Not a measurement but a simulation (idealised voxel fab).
process module | voxel self aligned contacts
cross-section cut | 295 nm wide | cells 5 nm
A cross-section is a grid of square cells, given in bands from the top down. A band is one or more rows of cells.
Each band's line starts with the height of the band's top and of its bottom, in nm. Then come its materials from left to right, each with its width in nm. One material with "throughout" fills the band from edge to edge. "air" is empty space.
Height 0 is the level under which the wafer as received is all one material. The lowest band goes on downwards, as in "0 down".
A width such as "30 to 40" changes by the same amount from each row of cells to the next, from the band's top row to its bottom row.
"no change" after a step means that no cell of the cross-section changed.
closed voids: empty space of 8 cells or more with no open way to the top, each as width x height at its distance from the left edge, in nm
after a step's settings: what the simulator itself notes on the step
overlay nm, on a step with a mask: how far to the right of its planned place the mask lay; to the left if negative
plan
1 op RECEIVE | material Si
2 op OXIDIZE | depth nm 5
3 op DIRECTIONAL_DEP | material polySi | thk nm 30
4 op DIRECTIONAL_DEP | material SiN | thk nm 20
5 op DIRECTIONAL_DEP | material aC | thk nm 10
6 op PATTERN | tone cover | mask id GATE | material resist | width nm 25 | pitch nm 50 | thk nm 25 | overlay nm 0
7 op DIRECTIONAL_ETCH | etch materials aC | depth nm 10
8 op STRIP | etch materials resist
9 op DIRECTIONAL_ETCH | etch materials SiN | depth nm 20
10 op DIRECTIONAL_ETCH | etch materials polySi | depth nm 30
11 op STRIP | etch materials aC
12 op CONFORMAL_DEP | material SiN | thk nm 5
13 op DIRECTIONAL_ETCH | etch materials SiN | depth nm 5
14 op FILL_DEP | material SiO2 | thk nm 15
15 op CMP | height nm 60
16 op DIRECTIONAL_DEP | material aC | thk nm 15
17 op PATTERN | tone open | mask id CONTACT | material resist | width nm 35 | pitch nm 50 | thk nm 30 | overlay nm 0
18 op DIRECTIONAL_ETCH | etch materials aC | depth nm 15
19 op STRIP | etch materials resist
20 op DIRECTIONAL_ETCH | etch materials SiO2 | depth nm 65
21 op STRIP | etch materials aC
22 op CONFORMAL_DEP | material TiN | thk nm 5
23 op FILL_DEP | material Ru | thk nm 5
24 op CMP | height nm 60
25 op CONFORMAL_DEP | material SiN | thk nm 5
as received, after step 1
  0 down: Si throughout
  closed voids: none
a wafer at the end: this start, this plan, one mistake
  65 to 60: SiN throughout
  60 to 50: SiO2 105 | TiN 5 to 15 | Ru 25 to 5 | TiN 5 to 15 | SiO2 15 | TiN 5 to 15 | Ru 25 to 5 | TiN 5 to 15 | SiO2 105
  50 to 25: SiO2 80 | SiN 5 | polySi 25 | SiN 5 | TiN 5 | Ru 5 | TiN 5 | SiN 5 | polySi 25 | SiN 5 | TiN 5 | Ru 5 | TiN 5 | SiN 5 | polySi 25 | SiN 5 | SiO2 80
  25 to 20: SiO2 80 | SiN 5 | polySi 25 | SiN 5 | TiN 15 | SiN 5 | polySi 25 | SiN 5 | TiN 15 | SiN 5 | polySi 25 | SiN 5 | SiO2 80
  20 to 0: SiN throughout
  0 to -5: SiO2 throughout
  -5 down: Si throughout
  closed voids: none
what went wrong: steps 3 and 4 were swapped
